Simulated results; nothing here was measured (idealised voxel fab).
The process module presented herein is designated voxel local oxidation.
The figure presents cross-section cut, which has a width of 275 nm and is divided into square cells with an edge length of 5 nm.
Think of the cross-section as a grid of square cells. We describe it in bands, top to bottom, and each band covers one or more rows of those cells.
This entry defines a band. It first specifies the height of the band's top and the height of its bottom in nm, and then specifies the band's materials from left to right, stating each material with its width in nm. The word "edge to edge" identifies a single material that fills the band from edge to edge, while the word "air" identifies empty space.
Zero point of the height axis is 0; under it, received wafer = one material. Lowest band: continues down indefinitely, "0 down".
The width entry "30..40" should be interpreted row by row: the top row of cells in the band takes the first number, the bottom row takes the second number, and the change between adjacent rows is uniform throughout.
For the purposes of this document, the phrase "stayed the same" attached to a step denotes that no cell within the cross-section was modified by that step.
Closed empty spaces (no open way to the top) of 8 cells or more are what "Fully sealed cavities" lists, each as width x height at distance from the left edge, nm for all three.
Past the settings on a step's line: simulator remark, on that step.
You can add "overlay nm" to a step's line. For a step with a mask, it describes how far the mask lay to the right of its planned position, and a negative number describes a lay to the left.
Set out below are the planned steps of the process
1. RECEIVE,material Si
2. CONFORMAL_DEP,material SiO2,thk nm 5
3. CONFORMAL_DEP,material SiN,thk nm 15
4. PATTERN,tone cover,mask id ACTIVE,material resist,width nm 95,pitch nm 130,thk nm 20,overlay nm 0
5. DIRECTIONAL_ETCH,etch materials SiN,depth nm 15
6. STRIP,etch materials resist
7. SELECTIVE_ETCH,etch materials SiO2,depth nm 5
8. OXIDIZE,depth nm 15
9. STRIP,etch materials SiN
The first wafer of two, processed as planned
Wafer as received: cross-section following step 1
* 0 down = Si edge to edge
* Fully sealed cavities: none
Step 2 done - wafer cross-section
* 5 to 0 = SiO2 edge to edge
* At heights below 0, the structure remains unaltered.
Step 3 done - wafer cross-section
* 20 to 5 = SiN edge to edge
* At heights below 5, the structure remains unaltered.
Step 4 done - wafer cross-section
* 40 to 20 = air 25, then resist 95, then air 35, then resist 95, then air 25
* At heights below 20, the structure remains unaltered.
Step 5 done - wafer cross-section
* 40 to 20 = air 25, then resist 95, then air 35, then resist 95, then air 25
* 20 to 5 = air 25, then SiN 95, then air 35, then SiN 95, then air 25
* At heights below 5, the structure remains unaltered.
Step 6 done - wafer cross-section
* 20 to 5 = air 25, then SiN 95, then air 35, then SiN 95, then air 25
* At heights below 5, the structure remains unaltered.
Step 7 done - wafer cross-section
* 20 to 5 = air 25, then SiN 95, then air 35, then SiN 95, then air 25
* 5 to 0 = air 30, then SiO2 85, then air 45, then SiO2 85, then air 30
* At heights below 0, the structure remains unaltered.
Step 8 done - wafer cross-section
* 20 to 5 = air 25, then SiN 95, then air 35, then SiN 95, then air 25
* 5 to 0 = air 30, then SiO2 85, then air 45, then SiO2 85, then air 30
* 0 to -15 = SiO2 45, then Si 55, then SiO2 75, then Si 55, then SiO2 45
* At heights below -15, the structure remains unaltered.
Step 9 done - wafer cross-section
* 5 to 0 = air 30, then SiO2 85, then air 45, then SiO2 85, then air 30
* At heights below 0, the structure remains unaltered.
The second wafer was prepared from the same starting point and under the same plan as the first; its processing contained one mistake, and it remains indistinguishable from the first wafer up to and including step 7
Cross-section of the second wafer at the time step 8 of the plan should have ended
* 20 to 5 = air 25, then SiN 95, then air 35, then SiN 95, then air 25
* 5 to 0 = air 30, then SiO2 85, then air 45, then SiO2 85, then air 30
* 0 to -25 = SiO2 55, then Si 35, then SiO2 95, then Si 35, then SiO2 55
* At heights below -25, the structure remains unaltered.
Cross-section of the second wafer at the time step 9 of the plan should have ended
* 5 to 0 = air 30, then SiO2 85, then air 45, then SiO2 85, then air 30
* At heights below 0, the structure remains unaltered.
Where did the run depart from the plan? step 8 was run on a setting that differed from the plan, and what really ran there is OXIDIZE,depth nm 25
Upon completion, the second wafer contains, in terms of cells, a greater or smaller amount of certain materials than the first wafer: -106 Si; +106 SiO2
